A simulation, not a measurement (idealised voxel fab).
The following process module bears the name voxel quadruple lines.
Section cut is 180 nm wide and gridded with 5 nm square cells.
How to read a cross-section here: the picture is a grid of square cells, written as bands going from the top down, and any band can span one or more rows of cells.
This entry defines a band. It first specifies the height of the band's top and the height of its bottom in nm, and then specifies the band's materials from left to right, stating each material with its width in nm. The word "throughout" identifies a single material that fills the band from edge to edge, while the word "empty" identifies empty space.
Basically, 0 is our baseline, since under it the wafer straight out of the box is all one material. The bottom band has no lower end and keeps on going down, so it looks like "top 0, no bottom".
When a width is written as two numbers, as in "30..40", the first number is the width in the top row of cells of the band and the second is the width in its bottom row, and the width changes by the same amount from each row to the next.
No cell of the cross-section changed in a step that is given as "nothing altered".
You'll see "Closed void list" listing empty spaces that have no way open to the top, as long as they're 8 cells or more; the notation is width x height at distance, where the distance is from the left edge, and all of it is in nm.
It should be noted that, on the line of a given step, the content following the step's settings is a remark produced by the simulator itself with respect to that step.
A step's line can hold "overlay nm"; with a mask on that step, the setting says how far right of the planned place the mask lay, while a negative setting says it lay to the left.
**Here's what the planned process steps look like**
1) RECEIVE | material Si
2) CONFORMAL_DEP | material Al2O3 | thk nm 5
3) DIRECTIONAL_DEP | material TiN | thk nm 10
4) DIRECTIONAL_DEP | material polySi | thk nm 15
5) DIRECTIONAL_DEP | material aC | thk nm 25
6) PATTERN | tone cover | mask id MANDREL | material resist | width nm 25 | thk nm 35 | overlay nm 0
7) DIRECTIONAL_ETCH | etch materials aC | depth nm 25
8) STRIP | etch materials resist
9) CONFORMAL_DEP | material SiO2 | thk nm 15
10) DIRECTIONAL_ETCH | etch materials SiO2 | depth nm 15
11) STRIP | etch materials aC
12) DIRECTIONAL_ETCH | etch materials polySi | depth nm 15
13) STRIP | etch materials SiO2
14) CONFORMAL_DEP | material SiCN | thk nm 5
15) DIRECTIONAL_ETCH | etch materials SiCN | depth nm 5
16) STRIP | etch materials polySi
17) DIRECTIONAL_ETCH | etch materials TiN | depth nm 10
18) STRIP | etch materials SiCN
**First of the two wafers, run per plan**
**Here's what the wafer looked like in cross-section when it arrived - that's after step 1**
- top 0, no bottom: Si throughout
- Closed void list: none
**The wafer in cross-section once step 2 is complete**
- top 5, bottom 0: Al2O3 throughout
- All layers under 0 are left as they were.
**The wafer in cross-section once step 3 is complete**
- top 15, bottom 5: TiN throughout
- All layers under 5 are left as they were.
**The wafer in cross-section once step 4 is complete**
- top 30, bottom 15: polySi throughout
- All layers under 15 are left as they were.
**The wafer in cross-section once step 5 is complete**
- top 55, bottom 30: aC throughout
- All layers under 30 are left as they were.
**The wafer in cross-section once step 6 is complete**
- top 90, bottom 55: 75 empty, 25 resist, 80 empty
- All layers under 55 are left as they were.
**The wafer in cross-section once step 7 is complete**
- top 65, bottom 55: 75 empty, 25 resist, 80 empty
- top 55, bottom 30: 75 empty, 25 aC, 80 empty
- All layers under 30 are left as they were.
**The wafer in cross-section once step 8 is complete**
- top 55, bottom 30: 75 empty, 25 aC, 80 empty
- All layers under 30 are left as they were.
**The wafer in cross-section once step 9 is complete**
- top 70, bottom 55: 60 empty, 55 SiO2, 65 empty
- top 55, bottom 45: 60 empty, 15 SiO2, 25 aC, 15 SiO2, 65 empty
- top 45, bottom 30: 75 SiO2, 25 aC, 80 SiO2
- All layers under 30 are left as they were.
**The wafer in cross-section once step 10 is complete**
- top 55, bottom 30: 60 empty, 15 SiO2, 25 aC, 15 SiO2, 65 empty
- All layers under 30 are left as they were.
**The wafer in cross-section once step 11 is complete**
- top 55, bottom 30: 60 empty, 15 SiO2, 25 empty, 15 SiO2, 65 empty
- All layers under 30 are left as they were.
**The wafer in cross-section once step 12 is complete**
- top 55, bottom 30: 60 empty, 15 SiO2, 25 empty, 15 SiO2, 65 empty
- top 30, bottom 15: 60 empty, 15 polySi, 25 empty, 15 polySi, 65 empty
- All layers under 15 are left as they were.
**The wafer in cross-section once step 13 is complete**
- top 30, bottom 15: 60 empty, 15 polySi, 25 empty, 15 polySi, 65 empty
- All layers under 15 are left as they were.
**The wafer in cross-section once step 14 is complete**
- top 35, bottom 30: 55 empty, 25 SiCN, 15 empty, 25 SiCN, 60 empty
- top 30, bottom 20: 55 empty, 5 SiCN, 15 polySi, 5 SiCN, 15 empty, 5 SiCN, 15 polySi, 5 SiCN, 60 empty
- top 20, bottom 15: 60 SiCN, 15 polySi, 25 SiCN, 15 polySi, 65 SiCN
- All layers under 15 are left as they were.
**The wafer in cross-section once step 15 is complete**
- top 30, bottom 15: 55 empty, 5 SiCN, 15 polySi, 5 SiCN, 15 empty, 5 SiCN, 15 polySi, 5 SiCN, 60 empty
- All layers under 15 are left as they were.
**The wafer in cross-section once step 16 is complete**
- top 30, bottom 15: 55 empty, 5 SiCN, 15 empty, 5 SiCN, 15 empty, 5 SiCN, 15 empty, 5 SiCN, 60 empty
- All layers under 15 are left as they were.
**The wafer in cross-section once step 17 is complete**
- top 30, bottom 15: 55 empty, 5 SiCN, 15 empty, 5 SiCN, 15 empty, 5 SiCN, 15 empty, 5 SiCN, 60 empty
- top 15, bottom 5: 55 empty, 5 TiN, 15 empty, 5 TiN, 15 empty, 5 TiN, 15 empty, 5 TiN, 60 empty
- All layers under 5 are left as they were.
**The wafer in cross-section once step 18 is complete**
- top 15, bottom 5: 55 empty, 5 TiN, 15 empty, 5 TiN, 15 empty, 5 TiN, 15 empty, 5 TiN, 60 empty
- All layers under 5 are left as they were.
**It is to be noted that the second wafer proceeded from the same initial state and according to the same plan as the first, although one mistake was committed in its execution; through step 14, inclusive, the two wafers share an identical history**
**Second wafer, cut view, end of step 15 per plan**
- top 30, bottom 25: 60 empty, 15 polySi, 25 empty, 15 polySi, 65 empty
- top 25, bottom 15: 55 empty, 5 SiCN, 15 polySi, 5 SiCN, 15 empty, 5 SiCN, 15 polySi, 5 SiCN, 60 empty
- All layers under 15 are left as they were.
**Second wafer, cut view, end of step 16 per plan**
- top 25, bottom 15: 55 empty, 5 SiCN, 15 empty, 5 SiCN, 15 empty, 5 SiCN, 15 empty, 5 SiCN, 60 empty
- All layers under 15 are left as they were.
**Second wafer, cut view, end of step 17 per plan**
- top 25, bottom 15: 55 empty, 5 SiCN, 15 empty, 5 SiCN, 15 empty, 5 SiCN, 15 empty, 5 SiCN, 60 empty
- top 15, bottom 5: 55 empty, 5 TiN, 15 empty, 5 TiN, 15 empty, 5 TiN, 15 empty, 5 TiN, 60 empty
- All layers under 5 are left as they were.
**Second wafer, cut view, end of step 18 per plan**
- top 15, bottom 5: 55 empty, 5 TiN, 15 empty, 5 TiN, 15 empty, 5 TiN, 15 empty, 5 TiN, 60 empty
- All layers under 5 are left as they were.
Short version of what went wrong: step 15 of the plan was performed twice
The two wafers come out with the same cross-section, meaning that, for this model, the mistake has no consequence in the computed result.
